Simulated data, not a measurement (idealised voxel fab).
process module | voxel self aligned contacts
cross-section cut | 170 nm wide | cells 5 nm
A cross-section is a grid of square cells, given in bands from the top down. A band is one or more rows of cells.
Each band's line starts with the height of the band's top and of its bottom, in nm. Then come its materials from left to right, each with its width in nm. One material with "throughout" fills the band from edge to edge. "air" is empty space.
Height 0 is the level under which the wafer as received is all one material. The lowest band goes on downwards, as in "0 down".
A width such as "30 to 40" changes by the same amount from each row of cells to the next, from the band's top row to its bottom row.
"no change" after a step means that no cell of the cross-section changed.
closed voids: empty space of 8 cells or more with no open way to the top, each as width x height at its distance from the left edge, in nm
after a step's settings: what the simulator itself notes on the step
overlay nm, on a step with a mask: how far to the right of its planned place the mask lay; to the left if negative
Each pair below shows a cross-section before one step and the cross-section after it, down to the lowest band that changed. The line under each pair gives the step between them, with its settings. The pairs can come from different runs of this module on the same starting wafer, so a pair continues from the pair above only where its "before" says so.
before
  0 down: Si throughout
  closed voids: none
after
  5 to 0: SiO2 throughout
  below 0: unchanged
  closed voids: none
the step between: op CONFORMAL_DEP | material SiO2 | thk nm 5
before: the cross-section after the pair above
after
  30 to 5: polySi throughout
  below 5: unchanged
  closed voids: none
the step between: op DIRECTIONAL_DEP | material polySi | thk nm 25
before: the cross-section after the pair above
after
  50 to 30: SiN throughout
  below 30: unchanged
  closed voids: none
the step between: op DIRECTIONAL_DEP | material SiN | thk nm 20
before: the cross-section after the pair above
after
  65 to 50: air 30 | resist 35 | air 35 | resist 35 | air 35
  below 50: unchanged
  closed voids: none
the step between: op PATTERN | tone cover | mask id GATE | material resist | width nm 35 | pitch nm 70 | thk nm 15 | overlay nm 0
before: the cross-section after the pair above
after
  65 to 50: air 30 | resist 35 | air 35 | resist 35 | air 35
  50 to 30: air 30 | SiN 35 | air 35 | SiN 35 | air 35
  below 30: unchanged
  closed voids: none
the step between: op DIRECTIONAL_ETCH | etch materials SiN | depth nm 20
before: the cross-section after the pair above
after
  65 to 50: air 30 | resist 35 | air 35 | resist 35 | air 35
  50 to 30: air 30 | SiN 35 | air 35 | SiN 35 | air 35
  30 to 5: air 30 | polySi 35 | air 35 | polySi 35 | air 35
  below 5: unchanged
  closed voids: none
the step between: op DIRECTIONAL_ETCH | etch materials polySi | depth nm 25
before: the cross-section after the pair above
after
  50 to 30: air 30 | SiN 35 | air 35 | SiN 35 | air 35
  below 30: unchanged
  closed voids: none
the step between: op STRIP | etch materials resist
before: the cross-section after the pair above
after
  60 to 30: air 20 | SiN 55 | air 15 | SiN 55 | air 25
  30 to 15: air 20 | SiN 10 | polySi 35 | SiN 10 | air 15 | SiN 10 | polySi 35 | SiN 10 | air 25
  15 to 5: SiN 30 | polySi 35 | SiN 35 | polySi 35 | SiN 35
  below 5: unchanged
  closed voids: none
the step between: op CONFORMAL_DEP | material SiN | thk nm 10
before: the cross-section after the pair above
after
  50 to 30: air 20 | SiN 55 | air 15 | SiN 55 | air 25
  30 to 5: air 20 | SiN 10 | polySi 35 | SiN 10 | air 15 | SiN 10 | polySi 35 | SiN 10 | air 25
  below 5: unchanged
  closed voids: none
the step between: op DIRECTIONAL_ETCH | etch materials SiN | depth nm 10
before: the cross-section after the pair above
after
  70 to 50: SiO2 throughout
  50 to 30: SiO2 20 | SiN 55 | SiO2 15 | SiN 55 | SiO2 25
  30 to 5: SiO2 20 | SiN 10 | polySi 35 | SiN 10 | SiO2 15 | SiN 10 | polySi 35 | SiN 10 | SiO2 25
  below 5: unchanged
  closed voids: none
the step between: op FILL_DEP | material SiO2 | thk nm 20
before: the cross-section after the pair above
after
  60 to 50: SiO2 throughout
  below 50: unchanged
  closed voids: none
the step between: op CMP | height nm 60
before: the cross-section after the pair above
after
  75 to 60: resist 55 | air 55 | resist 60
  below 60: unchanged
  closed voids: none
the step between: op PATTERN | tone open | mask id CONTACT | material resist | width nm 55 | thk nm 15 | overlay nm 0
before: the cross-section after the pair above
after
  75 to 60: resist 55 | air 55 | resist 60
  60 to 50: SiO2 55 | air 55 | SiO2 60
  50 to 30: SiO2 20 | SiN 55 | air 15 | SiN 55 | SiO2 25
  30 to 5: SiO2 20 | SiN 10 | polySi 35 | SiN 10 | air 15 | SiN 10 | polySi 35 | SiN 10 | SiO2 25
  5 to 0: SiO2 75 | air 15 | SiO2 80
  below 0: unchanged
  closed voids: none
the step between: op DIRECTIONAL_ETCH | etch materials SiO2 | depth nm 60
before: the cross-section after the pair above
after
  60 to 50: SiO2 55 | air 55 | SiO2 60
  below 50: unchanged
  closed voids: none
the step between: op STRIP | etch materials resist
before: the cross-section after the pair above
after
  65 to 60: TiN 60 | air 45 | TiN 65
  60 to 50: SiO2 55 | TiN 5 to 25 | air 45 to 5 | TiN 5 to 25 | SiO2 60
  50 to 30: SiO2 20 | SiN 55 | TiN 5 | air 5 | TiN 5 | SiN 55 | SiO2 25
  30 to 5: SiO2 20 | SiN 10 | polySi 35 | SiN 10 | TiN 5 | air 5 | TiN 5 | SiN 10 | polySi 35 | SiN 10 | SiO2 25
  5 to 0: SiO2 75 | TiN 15 | SiO2 80
  below 0: unchanged
  closed voids: none
the step between: op CONFORMAL_DEP | material TiN | thk nm 5
before: the cross-section after the pair above
after
  75 to 65: Ru throughout
  65 to 60: TiN 60 | Ru 45 | TiN 65
  60 to 50: SiO2 55 | TiN 5 to 25 | Ru 45 to 5 | TiN 5 to 25 | SiO2 60
  50 to 30: SiO2 20 | SiN 55 | TiN 5 | Ru 5 | TiN 5 | SiN 55 | SiO2 25
  30 to 5: SiO2 20 | SiN 10 | polySi 35 | SiN 10 | TiN 5 | Ru 5 | TiN 5 | SiN 10 | polySi 35 | SiN 10 | SiO2 25
  below 5: unchanged
  closed voids: none
the step between: op FILL_DEP | material Ru | thk nm 10
before: the cross-section after the pair above
after
  60 to 50: SiO2 55 | TiN 5 to 25 | Ru 45 to 5 | TiN 5 to 25 | SiO2 60
  below 50: unchanged
  closed voids: none
the step between: op CMP | height nm 60
before: the cross-section after the pair above
after
  65 to 60: SiCN throughout
  below 60: unchanged
  closed voids: none
the step between: op CONFORMAL_DEP | material SiCN | thk nm 5
before
  75 to 65: Ru throughout
  65 to 60: TiN 60 | Ru 45 | TiN 65
  60 to 50: SiO2 55 | TiN 5 to 25 | Ru 45 to 5 | TiN 5 to 25 | SiO2 60
  50 to 30: SiO2 20 | SiN 55 | TiN 5 | Ru 5 | TiN 5 | SiN 55 | SiO2 25
  30 to 5: SiO2 20 | SiN 10 | polySi 35 | SiN 10 | TiN 5 | Ru 5 | TiN 5 | SiN 10 | polySi 35 | SiN 10 | SiO2 25
  5 to 0: SiO2 75 | TiN 15 | SiO2 80
  0 down: Si throughout
  closed voids: none
after
  80 to 75: SiCN throughout
  below 75: unchanged
  closed voids: none
the step between: op CONFORMAL_DEP | material SiCN | thk nm 5
before
  30 to 5: polySi throughout
  5 to 0: SiO2 throughout
  0 down: Si throughout
  closed voids: none
after
  55 to 5: polySi throughout
  below 5: unchanged
  closed voids: none
the step between: op DIRECTIONAL_DEP | material polySi | thk nm 25
before: the cross-section after the pair above
after
  75 to 55: SiN throughout
  below 55: unchanged
  closed voids: none
the step between: op DIRECTIONAL_DEP | material SiN | thk nm 20
before: the cross-section after the pair above
after
  90 to 75: air 30 | resist 35 | air 35 | resist 35 | air 35
  below 75: unchanged
  closed voids: none
the step between: op PATTERN | tone cover | mask id GATE | material resist | width nm 35 | pitch nm 70 | thk nm 15 | overlay nm 0
before: the cross-section after the pair above
after
  90 to 75: air 30 | resist 35 | air 35 | resist 35 | air 35
  75 to 55: air 30 | SiN 35 | air 35 | SiN 35 | air 35
  below 55: unchanged
  closed voids: none
the step between: op DIRECTIONAL_ETCH | etch materials SiN | depth nm 20
before: the cross-section after the pair above
after
  90 to 75: air 30 | resist 35 | air 35 | resist 35 | air 35
  75 to 55: air 30 | SiN 35 | air 35 | SiN 35 | air 35
  55 to 30: air 30 | polySi 35 | air 35 | polySi 35 | air 35
  below 30: unchanged
  closed voids: none
the step between: op DIRECTIONAL_ETCH | etch materials polySi | depth nm 25
before: the cross-section after the pair above
after
  75 to 55: air 30 | SiN 35 | air 35 | SiN 35 | air 35
  below 55: unchanged
  closed voids: none
the step between: op STRIP | etch materials resist
before: the cross-section after the pair above
after
  85 to 55: air 20 | SiN 55 | air 15 | SiN 55 | air 25
  55 to 40: air 20 | SiN 10 | polySi 35 | SiN 10 | air 15 | SiN 10 | polySi 35 | SiN 10 | air 25
  40 to 30: SiN 30 | polySi 35 | SiN 35 | polySi 35 | SiN 35
  below 30: unchanged
  closed voids: none
the step between: op CONFORMAL_DEP | material SiN | thk nm 10
before: the cross-section after the pair above
after
  75 to 55: air 20 | SiN 55 | air 15 | SiN 55 | air 25
  55 to 30: air 20 | SiN 10 | polySi 35 | SiN 10 | air 15 | SiN 10 | polySi 35 | SiN 10 | air 25
  below 30: unchanged
  closed voids: none
the step between: op DIRECTIONAL_ETCH | etch materials SiN | depth nm 10
before: the cross-section after the pair above
after
  95 to 75: SiO2 throughout
  75 to 55: SiO2 20 | SiN 55 | SiO2 15 | SiN 55 | SiO2 25
  55 to 30: SiO2 20 | SiN 10 | polySi 35 | SiN 10 | SiO2 15 | SiN 10 | polySi 35 | SiN 10 | SiO2 25
  below 30: unchanged
  closed voids: none
the step between: op FILL_DEP | material SiO2 | thk nm 20
before: the cross-section after the pair above
after
  60 to 55: SiO2 20 | SiN 55 | SiO2 15 | SiN 55 | SiO2 25
  below 55: unchanged
  closed voids: none
the step between: op CMP | height nm 60
before: the cross-section after the pair above
after
  75 to 60: resist 55 | air 55 | resist 60
  below 60: unchanged
  closed voids: none
the step between: op PATTERN | tone open | mask id CONTACT | material resist | width nm 55 | thk nm 15 | overlay nm 0
before: the cross-section after the pair above
after
  75 to 60: resist 55 | air 55 | resist 60
  60 to 55: SiO2 20 | SiN 55 | air 15 | SiN 55 | SiO2 25
  55 to 30: SiO2 20 | SiN 10 | polySi 35 | SiN 10 | air 15 | SiN 10 | polySi 35 | SiN 10 | SiO2 25
  below 30: unchanged
  closed voids: none
the step between: op DIRECTIONAL_ETCH | etch materials SiO2 | depth nm 60
before: the cross-section after the pair above
after
  60 to 55: SiO2 20 | SiN 55 | air 15 | SiN 55 | SiO2 25
  below 55: unchanged
  closed voids: none
the step between: op STRIP | etch materials resist
before: the cross-section after the pair above
after
  65 to 60: TiN 80 | air 5 | TiN 85
  60 to 55: SiO2 20 | SiN 55 | TiN 5 | air 5 | TiN 5 | SiN 55 | SiO2 25
  55 to 35: SiO2 20 | SiN 10 | polySi 35 | SiN 10 | TiN 5 | air 5 | TiN 5 | SiN 10 | polySi 35 | SiN 10 | SiO2 25
  35 to 30: SiO2 20 | SiN 10 | polySi 35 | SiN 10 | TiN 15 | SiN 10 | polySi 35 | SiN 10 | SiO2 25
  below 30: unchanged
  closed voids: none
the step between: op CONFORMAL_DEP | material TiN | thk nm 5
before: the cross-section after the pair above
after
  75 to 65: Ru throughout
  65 to 60: TiN 80 | Ru 5 | TiN 85
  60 to 55: SiO2 20 | SiN 55 | TiN 5 | Ru 5 | TiN 5 | SiN 55 | SiO2 25
  55 to 35: SiO2 20 | SiN 10 | polySi 35 | SiN 10 | TiN 5 | Ru 5 | TiN 5 | SiN 10 | polySi 35 | SiN 10 | SiO2 25
  below 35: unchanged
  closed voids: none
the step between: op FILL_DEP | material Ru | thk nm 10
before: the cross-section after the pair above
after
  60 to 55: SiO2 20 | SiN 55 | TiN 5 | Ru 5 | TiN 5 | SiN 55 | SiO2 25
  below 55: unchanged
  closed voids: none
the step between: op CMP | height nm 60
before: the cross-section after the pair above
after
  65 to 60: SiCN throughout
  below 60: unchanged
  closed voids: none
the step between: op CONFORMAL_DEP | material SiCN | thk nm 5
before
  5 to 0: SiO2 throughout
  0 down: Si throughout
  closed voids: none
after
  25 to 5: SiN throughout
  below 5: unchanged
  closed voids: none
the step between: op DIRECTIONAL_DEP | material SiN | thk nm 20
before: the cross-section after the pair above
after
  50 to 25: polySi throughout
  below 25: unchanged
  closed voids: none
the step between: op DIRECTIONAL_DEP | material polySi | thk nm 25
before: the cross-section after the pair above
after
  65 to 50: air 30 | resist 35 | air 35 | resist 35 | air 35
  below 50: unchanged
  closed voids: none
the step between: op PATTERN | tone cover | mask id GATE | material resist | width nm 35 | pitch nm 70 | thk nm 15 | overlay nm 0
before: the cross-section after the pair above
after
  65 to 50: air 30 | resist 35 | air 35 | resist 35 | air 35
  50 to 25: air 30 | polySi 35 | air 35 | polySi 35 | air 35
  below 25: unchanged
  closed voids: none
the step between: op DIRECTIONAL_ETCH | etch materials polySi | depth nm 25
before: the cross-section after the pair above
after
  50 to 25: air 30 | polySi 35 | air 35 | polySi 35 | air 35
  below 25: unchanged
  closed voids: none
the step between: op STRIP | etch materials resist
before: the cross-section after the pair above
after
  60 to 50: air 20 | SiN 55 | air 15 | SiN 55 | air 25
  50 to 35: air 20 | SiN 10 | polySi 35 | SiN 10 | air 15 | SiN 10 | polySi 35 | SiN 10 | air 25
  35 to 25: SiN 30 | polySi 35 | SiN 35 | polySi 35 | SiN 35
  below 25: unchanged
  closed voids: none
the step between: op CONFORMAL_DEP | material SiN | thk nm 10
before: the cross-section after the pair above
after
  50 to 25: air 20 | SiN 10 | polySi 35 | SiN 10 | air 15 | SiN 10 | polySi 35 | SiN 10 | air 25
  below 25: unchanged
  closed voids: none
the step between: op DIRECTIONAL_ETCH | etch materials SiN | depth nm 10
before: the cross-section after the pair above
after
  70 to 50: SiO2 throughout
  50 to 25: SiO2 20 | SiN 10 | polySi 35 | SiN 10 | SiO2 15 | SiN 10 | polySi 35 | SiN 10 | SiO2 25
  below 25: unchanged
  closed voids: none
the step between: op FILL_DEP | material SiO2 | thk nm 20
before: the cross-section after the pair above
after
  60 to 50: SiO2 throughout
  below 50: unchanged
  closed voids: none
the step between: op CMP | height nm 60
before: the cross-section after the pair above
after
  75 to 60: resist 55 | air 55 | resist 60
  below 60: unchanged
  closed voids: none
the step between: op PATTERN | tone open | mask id CONTACT | material resist | width nm 55 | thk nm 15 | overlay nm 0
before: the cross-section after the pair above
after
  75 to 60: resist 55 | air 55 | resist 60
  60 to 50: SiO2 55 | air 55 | SiO2 60
  50 to 25: SiO2 20 | SiN 10 | polySi 35 | SiN 10 | air 15 | SiN 10 | polySi 35 | SiN 10 | SiO2 25
  below 25: unchanged
  closed voids: none
the step between: op DIRECTIONAL_ETCH | etch materials SiO2 | depth nm 60
before: the cross-section after the pair above
after
  60 to 50: SiO2 55 | air 55 | SiO2 60
  below 50: unchanged
  closed voids: none
the step between: op STRIP | etch materials resist
before: the cross-section after the pair above
after
  65 to 60: TiN 60 | air 45 | TiN 65
  60 to 50: SiO2 55 | TiN 5 to 25 | air 45 to 5 | TiN 5 to 25 | SiO2 60
  50 to 30: SiO2 20 | SiN 10 | polySi 35 | SiN 10 | TiN 5 | air 5 | TiN 5 | SiN 10 | polySi 35 | SiN 10 | SiO2 25
  30 to 25: SiO2 20 | SiN 10 | polySi 35 | SiN 10 | TiN 15 | SiN 10 | polySi 35 | SiN 10 | SiO2 25
  below 25: unchanged
  closed voids: none
the step between: op CONFORMAL_DEP | material TiN | thk nm 5
before: the cross-section after the pair above
after
  75 to 65: Ru throughout
  65 to 60: TiN 60 | Ru 45 | TiN 65
  60 to 50: SiO2 55 | TiN 5 to 25 | Ru 45 to 5 | TiN 5 to 25 | SiO2 60
  50 to 30: SiO2 20 | SiN 10 | polySi 35 | SiN 10 | TiN 5 | Ru 5 | TiN 5 | SiN 10 | polySi 35 | SiN 10 | SiO2 25
  below 30: unchanged
  closed voids: none
the step between: op FILL_DEP | material Ru | thk nm 10
before: the cross-section after the pair above
after
  60 to 50: SiO2 55 | TiN 5 to 25 | Ru 45 to 5 | TiN 5 to 25 | SiO2 60
  below 50: unchanged
  closed voids: none
the step between: op CMP | height nm 60
before: the cross-section after the pair above
after
  65 to 60: SiCN throughout
  below 60: unchanged
  closed voids: none
the step between: op CONFORMAL_DEP | material SiCN | thk nm 5
before
  30 to 5: polySi throughout
  5 to 0: SiO2 throughout
  0 down: Si throughout
  closed voids: none
after
  60 to 30: SiN throughout
  below 30: unchanged
  closed voids: none
the step between: op DIRECTIONAL_DEP | material SiN | thk nm 30
before: the cross-section after the pair above
after
  75 to 60: air 30 | resist 35 | air 35 | resist 35 | air 35
  below 60: unchanged
  closed voids: none
the step between: op PATTERN | tone cover | mask id GATE | material resist | width nm 35 | pitch nm 70 | thk nm 15 | overlay nm 0
before: the cross-section after the pair above
after
  75 to 60: air 30 | resist 35 | air 35 | resist 35 | air 35
  60 to 40: air 30 | SiN 35 | air 35 | SiN 35 | air 35
  below 40: unchanged
  closed voids: none
the step between: op DIRECTIONAL_ETCH | etch materials SiN | depth nm 20
before: the cross-section after the pair above
after
  60 to 40: air 30 | SiN 35 | air 35 | SiN 35 | air 35
  below 40: unchanged
  closed voids: none
the step between: op STRIP | etch materials resist
before: the cross-section after the pair above
after
  70 to 50: air 20 | SiN 55 | air 15 | SiN 55 | air 25
  50 to 30: SiN throughout
  below 30: unchanged
  closed voids: none
the step between: op CONFORMAL_DEP | material SiN | thk nm 10
before: the cross-section after the pair above
after
  60 to 40: air 20 | SiN 55 | air 15 | SiN 55 | air 25
  below 40: unchanged
  closed voids: none
the step between: op DIRECTIONAL_ETCH | etch materials SiN | depth nm 10
before: the cross-section after the pair above
after
  80 to 60: SiO2 throughout
  60 to 40: SiO2 20 | SiN 55 | SiO2 15 | SiN 55 | SiO2 25
  below 40: unchanged
  closed voids: none
the step between: op FILL_DEP | material SiO2 | thk nm 20
before: the cross-section after the pair above
after
  60 to 40: SiO2 20 | SiN 55 | SiO2 15 | SiN 55 | SiO2 25
  below 40: unchanged
  closed voids: none
the step between: op CMP | height nm 60
before: the cross-section after the pair above
after
  75 to 60: resist 55 | air 55 | resist 60
  below 60: unchanged
  closed voids: none
the step between: op PATTERN | tone open | mask id CONTACT | material resist | width nm 55 | thk nm 15 | overlay nm 0
before: the cross-section after the pair above
after
  75 to 60: resist 55 | air 55 | resist 60
  60 to 40: SiO2 20 | SiN 55 | air 15 | SiN 55 | SiO2 25
  below 40: unchanged
  closed voids: none
the step between: op DIRECTIONAL_ETCH | etch materials SiO2 | depth nm 60
before: the cross-section after the pair above
after
  60 to 40: SiO2 20 | SiN 55 | air 15 | SiN 55 | SiO2 25
  below 40: unchanged
  closed voids: none
the step between: op STRIP | etch materials resist
before: the cross-section after the pair above
after
  65 to 60: TiN 80 | air 5 | TiN 85
  60 to 45: SiO2 20 | SiN 55 | TiN 5 | air 5 | TiN 5 | SiN 55 | SiO2 25
  45 to 40: SiO2 20 | SiN 55 | TiN 15 | SiN 55 | SiO2 25
  below 40: unchanged
  closed voids: none
the step between: op CONFORMAL_DEP | material TiN | thk nm 5
before: the cross-section after the pair above
after
  75 to 65: Ru throughout
  65 to 60: TiN 80 | Ru 5 | TiN 85
  60 to 45: SiO2 20 | SiN 55 | TiN 5 | Ru 5 | TiN 5 | SiN 55 | SiO2 25
  below 45: unchanged
  closed voids: none
the step between: op FILL_DEP | material Ru | thk nm 10
before: the cross-section after the pair above
after
  60 to 45: SiO2 20 | SiN 55 | TiN 5 | Ru 5 | TiN 5 | SiN 55 | SiO2 25
  below 45: unchanged
  closed voids: none
the step between: op CMP | height nm 60
before: the cross-section after the pair above
after
  65 to 60: SiCN throughout
  below 60: unchanged
  closed voids: none
the step between: op CONFORMAL_DEP | material SiCN | thk nm 5
before
  50 to 30: SiN throughout
  30 to 5: polySi throughout
  5 to 0: SiO2 throughout
  0 down: Si throughout
  closed voids: none
after
  65 to 50: air 35 | resist 30 | air 40 | resist 30 | air 35
  below 50: unchanged
  closed voids: none
the step between: op PATTERN | tone cover | mask id GATE | material resist | width nm 30 | pitch nm 70 | thk nm 15 | overlay nm 0
before: the cross-section after the pair above
after
  65 to 50: air 35 | resist 30 | air 40 | resist 30 | air 35
  50 to 30: air 35 | SiN 30 | air 40 | SiN 30 | air 35
  below 30: unchanged
  closed voids: none
the step between: op DIRECTIONAL_ETCH | etch materials SiN | depth nm 20
before: the cross-section after the pair above
after
  65 to 50: air 35 | resist 30 | air 40 | resist 30 | air 35
  50 to 30: air 35 | SiN 30 | air 40 | SiN 30 | air 35
  30 to 5: air 35 | polySi 30 | air 40 | polySi 30 | air 35
  below 5: unchanged
  closed voids: none
the step between: op DIRECTIONAL_ETCH | etch materials polySi | depth nm 25
before: the cross-section after the pair above
after
  50 to 30: air 35 | SiN 30 | air 40 | SiN 30 | air 35
  below 30: unchanged
  closed voids: none
the step between: op STRIP | etch materials resist
before: the cross-section after the pair above
after
  60 to 30: air 25 | SiN 50 | air 20 | SiN 50 | air 25
  30 to 15: air 25 | SiN 10 | polySi 30 | SiN 10 | air 20 | SiN 10 | polySi 30 | SiN 10 | air 25
  15 to 5: SiN 35 | polySi 30 | SiN 40 | polySi 30 | SiN 35
  below 5: unchanged
  closed voids: none
the step between: op CONFORMAL_DEP | material SiN | thk nm 10
before: the cross-section after the pair above
after
  50 to 30: air 25 | SiN 50 | air 20 | SiN 50 | air 25
  30 to 5: air 25 | SiN 10 | polySi 30 | SiN 10 | air 20 | SiN 10 | polySi 30 | SiN 10 | air 25
  below 5: unchanged
  closed voids: none
the step between: op DIRECTIONAL_ETCH | etch materials SiN | depth nm 10
before: the cross-section after the pair above
after
  70 to 50: SiO2 throughout
  50 to 30: SiO2 25 | SiN 50 | SiO2 20 | SiN 50 | SiO2 25
  30 to 5: SiO2 25 | SiN 10 | polySi 30 | SiN 10 | SiO2 20 | SiN 10 | polySi 30 | SiN 10 | SiO2 25
  below 5: unchanged
  closed voids: none
the step between: op FILL_DEP | material SiO2 | thk nm 20
before: the cross-section after the pair above
after
  60 to 50: SiO2 throughout
  below 50: unchanged
  closed voids: none
the step between: op CMP | height nm 60
before: the cross-section after the pair above
after
  75 to 60: resist 55 | air 55 | resist 60
  below 60: unchanged
  closed voids: none
the step between: op PATTERN | tone open | mask id CONTACT | material resist | width nm 55 | thk nm 15 | overlay nm 0
before: the cross-section after the pair above
after
  75 to 60: resist 55 | air 55 | resist 60
  60 to 50: SiO2 55 | air 55 | SiO2 60
  50 to 30: SiO2 25 | SiN 50 | air 20 | SiN 50 | SiO2 25
  30 to 5: SiO2 25 | SiN 10 | polySi 30 | SiN 10 | air 20 | SiN 10 | polySi 30 | SiN 10 | SiO2 25
  5 to 0: SiO2 75 | air 20 | SiO2 75
  below 0: unchanged
  closed voids: none
the step between: op DIRECTIONAL_ETCH | etch materials SiO2 | depth nm 60
before: the cross-section after the pair above
after
  60 to 50: SiO2 55 | air 55 | SiO2 60
  below 50: unchanged
  closed voids: none
the step between: op STRIP | etch materials resist
before: the cross-section after the pair above
after
  65 to 60: TiN 60 | air 45 | TiN 65
  60 to 50: SiO2 55 | TiN 5 to 25 | air 45 to 10 | TiN 5 to 20 | SiO2 60
  50 to 30: SiO2 25 | SiN 50 | TiN 5 | air 10 | TiN 5 | SiN 50 | SiO2 25
  30 to 5: SiO2 25 | SiN 10 | polySi 30 | SiN 10 | TiN 5 | air 10 | TiN 5 | SiN 10 | polySi 30 | SiN 10 | SiO2 25
  5 to 0: SiO2 75 | TiN 20 | SiO2 75
  below 0: unchanged
  closed voids: none
the step between: op CONFORMAL_DEP | material TiN | thk nm 5
before: the cross-section after the pair above
after
  75 to 65: Ru throughout
  65 to 60: TiN 60 | Ru 45 | TiN 65
  60 to 50: SiO2 55 | TiN 5 to 25 | Ru 45 to 10 | TiN 5 to 20 | SiO2 60
  50 to 30: SiO2 25 | SiN 50 | TiN 5 | Ru 10 | TiN 5 | SiN 50 | SiO2 25
  30 to 5: SiO2 25 | SiN 10 | polySi 30 | SiN 10 | TiN 5 | Ru 10 | TiN 5 | SiN 10 | polySi 30 | SiN 10 | SiO2 25
  below 5: unchanged
  closed voids: none
the step between: op FILL_DEP | material Ru | thk nm 10
before: the cross-section after the pair above
after
  60 to 50: SiO2 55 | TiN 5 to 25 | Ru 45 to 10 | TiN 5 to 20 | SiO2 60
  below 50: unchanged
  closed voids: none
the step between: op CMP | height nm 60
before: the cross-section after the pair above
after
  65 to 60: SiCN throughout
  below 60: unchanged
  closed voids: none
the step between: op CONFORMAL_DEP | material SiCN | thk nm 5
before
  60 to 50: SiO2 throughout
  50 to 30: SiO2 20 | SiN 55 | SiO2 15 | SiN 55 | SiO2 25
  30 to 5: SiO2 20 | SiN 10 | polySi 35 | SiN 10 | SiO2 15 | SiN 10 | polySi 35 | SiN 10 | SiO2 25
  5 to 0: SiO2 throughout
  0 down: Si throughout
  closed voids: none
after
  75 to 60: resist 65 | air 55 | resist 50
  below 60: unchanged
  closed voids: none
the step between: op PATTERN | tone open | mask id CONTACT | material resist | width nm 55 | thk nm 15 | overlay nm 10
before: the cross-section after the pair above
after
  75 to 60: resist 65 | air 55 | resist 50
  60 to 50: SiO2 65 | air 55 | SiO2 50
  50 to 30: SiO2 20 | SiN 55 | air 15 | SiN 55 | SiO2 25
  30 to 5: SiO2 20 | SiN 10 | polySi 35 | SiN 10 | air 15 | SiN 10 | polySi 35 | SiN 10 | SiO2 25
  5 to 0: SiO2 75 | air 15 | SiO2 80
  below 0: unchanged
  closed voids: none
the step between: op DIRECTIONAL_ETCH | etch materials SiO2 | depth nm 60
before: the cross-section after the pair above
after
  60 to 50: SiO2 65 | air 55 | SiO2 50
  below 50: unchanged
  closed voids: none
the step between: op STRIP | etch materials resist
before: the cross-section after the pair above
after
  65 to 60: TiN 70 | air 45 | TiN 55
  60 to 50: SiO2 65 | TiN 5 to 15 | air 45 to 5 | TiN 5 to 35 | SiO2 50
  50 to 30: SiO2 20 | SiN 55 | TiN 5 | air 5 | TiN 5 | SiN 55 | SiO2 25
  30 to 5: SiO2 20 | SiN 10 | polySi 35 | SiN 10 | TiN 5 | air 5 | TiN 5 | SiN 10 | polySi 35 | SiN 10 | SiO2 25
  5 to 0: SiO2 75 | TiN 15 | SiO2 80
  below 0: unchanged
  closed voids: none
the step between: op CONFORMAL_DEP | material TiN | thk nm 5
before: the cross-section after the pair above
after
  75 to 65: Ru throughout
  65 to 60: TiN 70 | Ru 45 | TiN 55
  60 to 50: SiO2 65 | TiN 5 to 15 | Ru 45 to 5 | TiN 5 to 35 | SiO2 50
  50 to 30: SiO2 20 | SiN 55 | TiN 5 | Ru 5 | TiN 5 | SiN 55 | SiO2 25
  30 to 5: SiO2 20 | SiN 10 | polySi 35 | SiN 10 | TiN 5 | Ru 5 | TiN 5 | SiN 10 | polySi 35 | SiN 10 | SiO2 25
  below 5: unchanged
  closed voids: none
the step between: op FILL_DEP | material Ru | thk nm 10
before: the cross-section after the pair above
after
  60 to 50: SiO2 65 | TiN 5 to 15 | Ru 45 to 5 | TiN 5 to 35 | SiO2 50
  below 50: unchanged
  closed voids: none
the step between: op CMP | height nm 60
before: the cross-section after the pair above
after
  65 to 60: SiCN throughout
  below 60: unchanged
  closed voids: none
the step between: op CONFORMAL_DEP | material SiCN | thk nm 5
before
  5 to 0: SiO2 throughout
  0 down: Si throughout
  closed voids: none
after
  30 to 5: TiN throughout
  below 5: unchanged
  closed voids: none
the step between: op DIRECTIONAL_DEP | material TiN | thk nm 25
before: the cross-section after the pair above
after
  50 to 30: SiN throughout
  below 30: unchanged
  closed voids: none
the step between: op DIRECTIONAL_DEP | material SiN | thk nm 20
before: the cross-section after the pair above
after
  65 to 50: air 30 | resist 35 | air 35 | resist 35 | air 35
  below 50: unchanged
  closed voids: none
the step between: op PATTERN | tone cover | mask id GATE | material resist | width nm 35 | pitch nm 70 | thk nm 15 | overlay nm 0
before: the cross-section after the pair above
after
  65 to 50: air 30 | resist 35 | air 35 | resist 35 | air 35
  50 to 30: air 30 | SiN 35 | air 35 | SiN 35 | air 35
  below 30: unchanged
  closed voids: none
the step between: op DIRECTIONAL_ETCH | etch materials SiN | depth nm 20
before: the cross-section after the pair above
after
  50 to 30: air 30 | SiN 35 | air 35 | SiN 35 | air 35
  below 30: unchanged
  closed voids: none
the step between: op STRIP | etch materials resist
before: the cross-section after the pair above
after
  60 to 40: air 20 | SiN 55 | air 15 | SiN 55 | air 25
  40 to 30: SiN throughout
  below 30: unchanged
  closed voids: none
the step between: op CONFORMAL_DEP | material SiN | thk nm 10
before: the cross-section after the pair above
after
  50 to 30: air 20 | SiN 55 | air 15 | SiN 55 | air 25
  below 30: unchanged
  closed voids: none
the step between: op DIRECTIONAL_ETCH | etch materials SiN | depth nm 10
before: the cross-section after the pair above
after
  70 to 50: SiO2 throughout
  50 to 30: SiO2 20 | SiN 55 | SiO2 15 | SiN 55 | SiO2 25
  below 30: unchanged
  closed voids: none
the step between: op FILL_DEP | material SiO2 | thk nm 20
before: the cross-section after the pair above
after
  60 to 50: SiO2 throughout
  below 50: unchanged
  closed voids: none
the step between: op CMP | height nm 60
before: the cross-section after the pair above
after
  75 to 60: resist 55 | air 55 | resist 60
  below 60: unchanged
  closed voids: none
the step between: op PATTERN | tone open | mask id CONTACT | material resist | width nm 55 | thk nm 15 | overlay nm 0
before: the cross-section after the pair above
after
  75 to 60: resist 55 | air 55 | resist 60
  60 to 50: SiO2 55 | air 55 | SiO2 60
  50 to 30: SiO2 20 | SiN 55 | air 15 | SiN 55 | SiO2 25
  below 30: unchanged
  closed voids: none
the step between: op DIRECTIONAL_ETCH | etch materials SiO2 | depth nm 60
before: the cross-section after the pair above
after
  60 to 50: SiO2 55 | air 55 | SiO2 60
  below 50: unchanged
  closed voids: none
the step between: op STRIP | etch materials resist
before: the cross-section after the pair above
after
  65 to 60: TiN 60 | air 45 | TiN 65
  60 to 50: SiO2 55 | TiN 5 to 25 | air 45 to 5 | TiN 5 to 25 | SiO2 60
  50 to 35: SiO2 20 | SiN 55 | TiN 5 | air 5 | TiN 5 | SiN 55 | SiO2 25
  35 to 30: SiO2 20 | SiN 55 | TiN 15 | SiN 55 | SiO2 25
  below 30: unchanged
  closed voids: none
the step between: op CONFORMAL_DEP | material TiN | thk nm 5
